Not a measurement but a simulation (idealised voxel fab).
Proc. module: voxel wiring stack
Pictured: cross-section cut, 275 nm wide, on a grid of 5 nm square cells.
Cross-section = grid of square cells, listed top down in bands; band = one or more rows. Each band's line starts with the height of the band's top and of its bottom, in nm. Then come its materials from left to right, each with its width in nm. One material with "full width" fills the band from edge to edge. "air" is empty space. Height datum 0, below which the as-received substrate wafer is one material. Lowest band open at the bottom, running downward: "z 0 and below". Quick explanation for "30 to 40": the width changes in equal steps down the rows of cells, from the first number in the band's top row to the second number in its bottom row. Key: "stayed the same" - step with no changed cell in the cross-section. Under "Voids, enclosed" you'll find the enclosed gaps, the ones with no way out to the top, that are 8 cells or bigger; each reads width x height at distance, with distance counted from the left edge, everything in nm. Whatever follows a step's settings on its line is a remark the simulator itself makes about that step. When a step includes a mask, the "overlay nm" setting on its line states how far to the right of its planned place that mask lay, and negative values state how far to the left.
## Intended process steps
1. RECEIVE [material Si]
2. CONFORMAL_DEP [material SiO2] [thk nm 10]
3. DIRECTIONAL_DEP [material TiN] [thk nm 5]
4. DIRECTIONAL_DEP [material W] [thk nm 15]
5. DIRECTIONAL_DEP [material aC] [thk nm 15]
6. PATTERN [tone cover] [mask id METAL_1] [material resist] [width nm 30] [pitch nm 55] [thk nm 30] [overlay nm 0]
7. DIRECTIONAL_ETCH [etch materials aC] [depth nm 15]
8. STRIP [etch materials resist]
9. DIRECTIONAL_ETCH [etch materials W] [depth nm 15]
10. DIRECTIONAL_ETCH [etch materials TiN] [depth nm 5]
11. STRIP [etch materials aC]
12. CONFORMAL_DEP [material SiCN] [thk nm 5]
13. FILL_DEP [material SiO2] [thk nm 10]
14. CMP [height nm 30]
15. CONFORMAL_DEP [material SiCN] [thk nm 5]
16. DIRECTIONAL_DEP [material SiO2] [thk nm 20]
17. PATTERN [tone open] [mask id PLUG_1] [material resist] [width nm 15] [pitch nm 55] [thk nm 20] [overlay nm 0]
18. DIRECTIONAL_ETCH [etch materials SiO2] [depth nm 20]
19. DIRECTIONAL_ETCH [etch materials SiCN] [depth nm 5]
20. STRIP [etch materials resist]
21. EPI [material Ru] [thk nm 10]
22. EPI [material Ru] [thk nm 10]
23. EPI [material Ru] [thk nm 5]
24. DIRECTIONAL_DEP [material TiN] [thk nm 5]
25. DIRECTIONAL_DEP [material Ru] [thk nm 25]
26. DIRECTIONAL_DEP [material aC] [thk nm 15]
27. PATTERN [tone cover] [mask id METAL_2] [material resist] [width nm 30] [pitch nm 55] [thk nm 35] [overlay nm 0]
28. DIRECTIONAL_ETCH [etch materials aC] [depth nm 15]
29. STRIP [etch materials resist]
30. DIRECTIONAL_ETCH [etch materials Ru] [depth nm 25]
31. DIRECTIONAL_ETCH [etch materials TiN] [depth nm 5]
32. STRIP [etch materials aC]
33. FILL_DEP [material lowk] [thk nm 5]
34. CMP [height nm 85]
35. CONFORMAL_DEP [material SiCN] [thk nm 5]
36. DIRECTIONAL_DEP [material lowk] [thk nm 20]
37. PATTERN [tone open] [mask id PLUG_2] [material resist] [width nm 15] [pitch nm 110] [thk nm 20] [overlay nm 0]
38. DIRECTIONAL_ETCH [etch materials lowk] [depth nm 20]
39. DIRECTIONAL_ETCH [etch materials SiCN] [depth nm 5]
40. STRIP [etch materials resist]
41. CONFORMAL_DEP [material TiN] [thk nm 5]
42. FILL_DEP [material Ru] [thk nm 10]
43. CMP [height nm 110]
44. DIRECTIONAL_DEP [material TiN] [thk nm 5]
45. DIRECTIONAL_DEP [material Ru] [thk nm 15]
46. PATTERN [tone cover] [mask id METAL_3] [material resist] [width nm 30] [pitch nm 55] [thk nm 20] [overlay nm 0]
47. DIRECTIONAL_ETCH [etch materials Ru] [depth nm 15]
48. DIRECTIONAL_ETCH [etch materials TiN] [depth nm 5]
49. STRIP [etch materials resist]
50. CONFORMAL_DEP [material SiN] [thk nm 5]
51. FILL_DEP [material lowk] [thk nm 10]
52. CMP [height nm 130]
53. CONFORMAL_DEP [material SiCN] [thk nm 5]
54. DIRECTIONAL_DEP [material SiO2] [thk nm 30]
55. MASKED_ETCH [tone open] [mask id METAL_4] [width nm 30] [pitch nm 55] [etch materials SiO2] [depth nm 20] [overlay nm -15]
56. MASKED_ETCH [tone open] [mask id METAL_4_HOLES] [width nm 15] [pitch nm 55] [etch materials SiO2] [depth nm 10] [overlay nm 0]
57. MASKED_ETCH [tone open] [mask id METAL_4_HOLES] [width nm 15] [pitch nm 55] [etch materials SiCN] [depth nm 5] [overlay nm 0]
58. CONFORMAL_DEP [material TiN] [thk nm 5]
59. FILL_DEP [material Cu] [thk nm 5]
60. CMP [height nm 165]
61. CONFORMAL_DEP [material SiCN] [thk nm 5]
The wafers are alike at the start. At step 55, their overlay nm differs. The plan lists the first wafer's value.
## Cross-section, first of several wafers, as delivered after step 1
z 0 and below = Si full width
Voids, enclosed: none
## Once step 61, the last step, is complete, the module is at its end; this is the cross-section of the first of several wafers
z 170 to 165 = SiCN full width
z 165 to 150 = SiO2 (50), TiN (5), Cu (20), TiN (5), SiO2 (25), TiN (5), Cu (20), TiN (5), SiO2 (25), TiN (5), Cu (20), TiN (5), SiO2 (85)
z 150 to 145 = SiO2 (50), TiN (20), Cu (5), TiN (5), SiO2 (25), TiN (20), Cu (5), TiN (5), SiO2 (25), TiN (20), Cu (5), TiN (5), SiO2 (85)
z 145 to 135 = SiO2 (65), TiN (5), Cu (5), TiN (5), SiO2 (40), TiN (5), Cu (5), TiN (5), SiO2 (40), TiN (5), Cu (5), TiN (5), SiO2 (85)
z 135 to 130 = SiCN (65), TiN (15), SiCN (40), TiN (15), SiCN (40), TiN (15), SiCN (85)
z 130 to 115 = lowk (60), SiN (5), Ru (30), SiN (5), lowk (15), SiN (5), Ru (30), SiN (5), lowk (15), SiN (5), Ru (30), SiN (5), lowk (65)
z 115 to 110 = SiN (65), TiN (30), SiN (25), TiN (30), SiN (25), TiN (30), SiN (70)
z 110 to 90 = lowk (65), TiN (5), Ru (5), TiN (5), lowk (95), TiN (5), Ru (5), TiN (5), lowk (85)
z 90 to 85 = SiCN (65), TiN (15), SiCN (95), TiN (15), SiCN (85)
z 85 to 60 = lowk (65), Ru (30), lowk (25), Ru (30), lowk (25), Ru (30), lowk (70)
z 60 to 55 = lowk (65), TiN (30), lowk (25), TiN (30), lowk (25), TiN (30), lowk (70)
z 55 to 35 = SiO2 (65), Ru (15), SiO2 (40), Ru (15), SiO2 (40), Ru (15), SiO2 (85)
z 35 to 30 = SiCN (65), Ru (15), SiCN (40), Ru (15), SiCN (40), Ru (15), SiCN (85)
z 30 to 15 = SiO2 (60), SiCN (5), W (30), SiCN (5), SiO2 (15), SiCN (5), W (30), SiCN (5), SiO2 (15), SiCN (5), W (30), SiCN (5), SiO2 (65)
z 15 to 10 = SiCN (65), TiN (30), SiCN (25), TiN (30), SiCN (25), TiN (30), SiCN (70)
z 10 to 0 = SiO2 full width
z 0 and below = Si full width
Voids, enclosed: none
## Sectional view of the last wafer upon completion of the module
z 170 to 165 = SiCN full width
z 165 to 155 = SiO2 (65), TiN (5 to 20), Cu (35 to 20), TiN (5), SiO2 (10), TiN (5 to 20), Cu (35 to 20), TiN (5), SiO2 (10), TiN (5 to 20), Cu (35 to 20), TiN (5), SiO2 (55)
z 155 to 150 = SiO2 (80), TiN (5), Cu (20), TiN (5), SiO2 (25), TiN (5), Cu (20), TiN (5), SiO2 (25), TiN (5), Cu (20), TiN (5), SiO2 (55)
z 150 to 145 = SiO2 (80), TiN (30), SiO2 (25), TiN (30), SiO2 (25), TiN (30), SiO2 (55)
z 145 to 135 = SiO2 full width
z 135 to 130 = SiCN full width
z 130 to 115 = lowk (60), SiN (5), Ru (30), SiN (5), lowk (15), SiN (5), Ru (30), SiN (5), lowk (15), SiN (5), Ru (30), SiN (5), lowk (65)
z 115 to 110 = SiN (65), TiN (30), SiN (25), TiN (30), SiN (25), TiN (30), SiN (70)
z 110 to 90 = lowk (65), TiN (5), Ru (5), TiN (5), lowk (95), TiN (5), Ru (5), TiN (5), lowk (85)
z 90 to 85 = SiCN (65), TiN (15), SiCN (95), TiN (15), SiCN (85)
z 85 to 60 = lowk (65), Ru (30), lowk (25), Ru (30), lowk (25), Ru (30), lowk (70)
z 60 to 55 = lowk (65), TiN (30), lowk (25), TiN (30), lowk (25), TiN (30), lowk (70)
z 55 to 35 = SiO2 (65), Ru (15), SiO2 (40), Ru (15), SiO2 (40), Ru (15), SiO2 (85)
z 35 to 30 = SiCN (65), Ru (15), SiCN (40), Ru (15), SiCN (40), Ru (15), SiCN (85)
z 30 to 15 = SiO2 (60), SiCN (5), W (30), SiCN (5), SiO2 (15), SiCN (5), W (30), SiCN (5), SiO2 (15), SiCN (5), W (30), SiCN (5), SiO2 (65)
z 15 to 10 = SiCN (65), TiN (30), SiCN (25), TiN (30), SiCN (25), TiN (30), SiCN (70)
z 10 to 0 = SiO2 full width
z 0 and below = Si full width
Voids, enclosed: none
## Per-wafer rows below. For each material: cells gained (+) or lost (-) since the wafer was received, as of end of module. Then: closed voids
overlay nm -15; +45 Cu; +197 Ru; +251 SiCN; +55 SiN; +627 SiO2; +130 TiN; +54 W; +511 lowk; Voids, enclosed: none
overlay nm -10; +45 Cu; +197 Ru; +251 SiCN; +55 SiN; +627 SiO2; +130 TiN; +54 W; +511 lowk; Voids, enclosed: none
overlay nm -5; +45 Cu; +197 Ru; +251 SiCN; +55 SiN; +627 SiO2; +130 TiN; +54 W; +511 lowk; Voids, enclosed: none
overlay nm 0; +45 Cu; +197 Ru; +251 SiCN; +55 SiN; +627 SiO2; +130 TiN; +54 W; +511 lowk; Voids, enclosed: none
overlay nm 5; +39 Cu; +197 Ru; +254 SiCN; +55 SiN; +627 SiO2; +133 TiN; +54 W; +511 lowk; Voids, enclosed: none
overlay nm 10; +42 Cu; +197 Ru; +257 SiCN; +55 SiN; +627 SiO2; +127 TiN; +54 W; +511 lowk; Voids, enclosed: none
overlay nm 15; +45 Cu; +197 Ru; +260 SiCN; +55 SiN; +627 SiO2; +121 TiN; +54 W; +511 lowk; Voids, enclosed: none
